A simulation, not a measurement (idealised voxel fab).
Documented hereafter: the process module known as voxel double patterning.
This is section cut - it's 220 nm across, gridded in 5 nm square cells.
Reading order for cross-sections: top band down to bottom band. Underlying form: a grid of square cells. Band size: one or more rows of cells. Top, bottom (nm), then materials left to right with widths (nm); lone material tagged "everywhere" fills the whole band edge to edge; "blank" = empty space. Zero point of the height axis is 0; under it, received wafer = one material. Lowest band: continues down indefinitely, "top 0, no bottom". Note: "30 to 40" means the width goes from the first number (top row of the band) to the second number (bottom row) in equal steps per row of cells. "no modification" (step): cross-section cells unchanged, all of them. Under "Fully sealed voids" you'll find the enclosed gaps, the ones with no way out to the top, that are 8 cells or bigger; each reads width x height at distance, with distance counted from the left edge, everything in nm. The remark found on a step's line after its settings is issued by the simulator itself and pertains to that step. Regarding "overlay nm": on a step with a mask, it is the distance the mask lay to the right of its planned place; a negative value places it to the left.

Set out below are the planned steps of the process:
1. RECEIVE, material Si
2. CONFORMAL_DEP, material SiO2, thk nm 10
3. DIRECTIONAL_DEP, material TiN, thk nm 20
4. DIRECTIONAL_DEP, material SiCN, thk nm 5
5. MASKED_ETCH, tone open, mask id FIRST, width nm 15, pitch nm 50, etch materials SiCN, depth nm 5, overlay nm 0
6. DIRECTIONAL_DEP, material aC, thk nm 15
7. PATTERN, tone open, mask id SECOND, material resist, width nm 15, pitch nm 50, thk nm 35, overlay nm 0
8. DIRECTIONAL_ETCH, etch materials aC, depth nm 15
9. STRIP, etch materials resist
10. DIRECTIONAL_ETCH, etch materials SiCN, depth nm 5
11. STRIP, etch materials aC
12. DIRECTIONAL_ETCH, etch materials TiN, depth nm 20
13. STRIP, etch materials SiCN

The first of the two wafers, which ran as planned:

The cross-section here shows the wafer as received, i.e. in its state after step 1:
> top 0, no bottom | Si everywhere
> Fully sealed voids: none

Once step 2 is through, the wafer looks like this in cross-section:
> top 10, bottom 0 | SiO2 everywhere
> Below 0, no change.

Once step 3 is through, the wafer looks like this in cross-section:
> top 30, bottom 10 | TiN everywhere
> Below 10, no change.

Once step 4 is through, the wafer looks like this in cross-section:
> top 35, bottom 30 | SiCN everywhere
> Below 30, no change.

Once step 5 is through, the wafer looks like this in cross-section:
> top 35, bottom 30 | SiCN=50 | blank=15 | SiCN=35 | blank=15 | SiCN=35 | blank=15 | SiCN=55
> Below 30, no change.

Once step 6 is through, the wafer looks like this in cross-section:
> top 50, bottom 45 | aC=50 | blank=15 | aC=35 | blank=15 | aC=35 | blank=15 | aC=55
> top 45, bottom 35 | aC everywhere
> top 35, bottom 30 | SiCN=50 | aC=15 | SiCN=35 | aC=15 | SiCN=35 | aC=15 | SiCN=55
> Below 30, no change.

Once step 7 is through, the wafer looks like this in cross-section:
> top 85, bottom 50 | resist=75 | blank=15 | resist=35 | blank=15 | resist=80
> top 50, bottom 45 | aC=50 | resist=15 | aC=35 | resist=15 | aC=35 | resist=15 | aC=55
> Below 45, no change.

Once step 8 is through, the wafer looks like this in cross-section:
> top 70, bottom 50 | resist=75 | blank=15 | resist=35 | blank=15 | resist=80
> top 50, bottom 45 | aC=50 | resist=15 | aC=10 | blank=15 | aC=10 | resist=15 | aC=10 | blank=15 | aC=10 | resist=15 | aC=55
> top 45, bottom 35 | aC=75 | blank=15 | aC=35 | blank=15 | aC=80
> Below 35, no change.

Once step 9 is through, the wafer looks like this in cross-section:
> top 50, bottom 45 | aC=50 | blank=15 | aC=10 | blank=15 | aC=10 | blank=15 | aC=10 | blank=15 | aC=10 | blank=15 | aC=55
> Below 45, no change.

Once step 10 is through, the wafer looks like this in cross-section:
> top 50, bottom 45 | aC=50 | blank=15 | aC=10 | blank=15 | aC=10 | blank=15 | aC=10 | blank=15 | aC=10 | blank=15 | aC=55
> top 45, bottom 35 | aC=75 | blank=15 | aC=35 | blank=15 | aC=80
> top 35, bottom 30 | SiCN=50 | aC=15 | SiCN=10 | blank=15 | SiCN=10 | aC=15 | SiCN=10 | blank=15 | SiCN=10 | aC=15 | SiCN=55
> Below 30, no change.

Once step 11 is through, the wafer looks like this in cross-section:
> top 35, bottom 30 | SiCN=50 | blank=15 | SiCN=10 | blank=15 | SiCN=10 | blank=15 | SiCN=10 | blank=15 | SiCN=10 | blank=15 | SiCN=55
> Below 30, no change.

Once step 12 is through, the wafer looks like this in cross-section:
> top 35, bottom 30 | SiCN=50 | blank=15 | SiCN=10 | blank=15 | SiCN=10 | blank=15 | SiCN=10 | blank=15 | SiCN=10 | blank=15 | SiCN=55
> top 30, bottom 10 | TiN=50 | blank=15 | TiN=10 | blank=15 | TiN=10 | blank=15 | TiN=10 | blank=15 | TiN=10 | blank=15 | TiN=55
> Below 10, no change.

Once step 13 is through, the wafer looks like this in cross-section:
> top 30, bottom 10 | TiN=50 | blank=15 | TiN=10 | blank=15 | TiN=10 | blank=15 | TiN=10 | blank=15 | TiN=10 | blank=15 | TiN=55
> Below 10, no change.

Second wafer, same starting state and plan as the first, one mistake in the run, identical through step 1:

Cross-section of the second wafer at the time step 2 of the plan should have ended:
> top 20, bottom 0 | TiN everywhere
> Below 0, no change.

Cross-section of the second wafer at the time step 3 of the plan should have ended:
> top 30, bottom 20 | SiO2 everywhere
> Below 20, no change.

Cross-section of the second wafer at the time step 4 of the plan should have ended:
> top 35, bottom 30 | SiCN everywhere
> Below 30, no change.

Cross-section of the second wafer at the time step 5 of the plan should have ended:
> top 35, bottom 30 | SiCN=50 | blank=15 | SiCN=35 | blank=15 | SiCN=35 | blank=15 | SiCN=55
> Below 30, no change.

Cross-section of the second wafer at the time step 6 of the plan should have ended:
> top 50, bottom 45 | aC=50 | blank=15 | aC=35 | blank=15 | aC=35 | blank=15 | aC=55
> top 45, bottom 35 | aC everywhere
> top 35, bottom 30 | SiCN=50 | aC=15 | SiCN=35 | aC=15 | SiCN=35 | aC=15 | SiCN=55
> Below 30, no change.

Cross-section of the second wafer at the time step 7 of the plan should have ended:
> top 85, bottom 50 | resist=75 | blank=15 | resist=35 | blank=15 | resist=80
> top 50, bottom 45 | aC=50 | resist=15 | aC=35 | resist=15 | aC=35 | resist=15 | aC=55
> Below 45, no change.

Cross-section of the second wafer at the time step 8 of the plan should have ended:
> top 70, bottom 50 | resist=75 | blank=15 | resist=35 | blank=15 | resist=80
> top 50, bottom 45 | aC=50 | resist=15 | aC=10 | blank=15 | aC=10 | resist=15 | aC=10 | blank=15 | aC=10 | resist=15 | aC=55
> top 45, bottom 35 | aC=75 | blank=15 | aC=35 | blank=15 | aC=80
> Below 35, no change.

Cross-section of the second wafer at the time step 9 of the plan should have ended:
> top 50, bottom 45 | aC=50 | blank=15 | aC=10 | blank=15 | aC=10 | blank=15 | aC=10 | blank=15 | aC=10 | blank=15 | aC=55
> Below 45, no change.

Cross-section of the second wafer at the time step 10 of the plan should have ended:
> top 50, bottom 45 | aC=50 | blank=15 | aC=10 | blank=15 | aC=10 | blank=15 | aC=10 | blank=15 | aC=10 | blank=15 | aC=55
> top 45, bottom 35 | aC=75 | blank=15 | aC=35 | blank=15 | aC=80
> top 35, bottom 30 | SiCN=50 | aC=15 | SiCN=10 | blank=15 | SiCN=10 | aC=15 | SiCN=10 | blank=15 | SiCN=10 | aC=15 | SiCN=55
> Below 30, no change.

Cross-section of the second wafer at the time step 11 of the plan should have ended:
> top 35, bottom 30 | SiCN=50 | blank=15 | SiCN=10 | blank=15 | SiCN=10 | blank=15 | SiCN=10 | blank=15 | SiCN=10 | blank=15 | SiCN=55
> Below 30, no change.

Cross-section of the second wafer at the time step 12 of the plan should have ended: no modification

Cross-section of the second wafer at the time step 13 of the plan should have ended:
> top 30, bottom 20 | SiO2 everywhere
> Below 20, no change.
Short version of what went wrong: steps 2 and 3 got flipped, so each one ran where the other should have
End of process, cell counts, second wafer against first, materials with more or fewer: 60 more of TiN
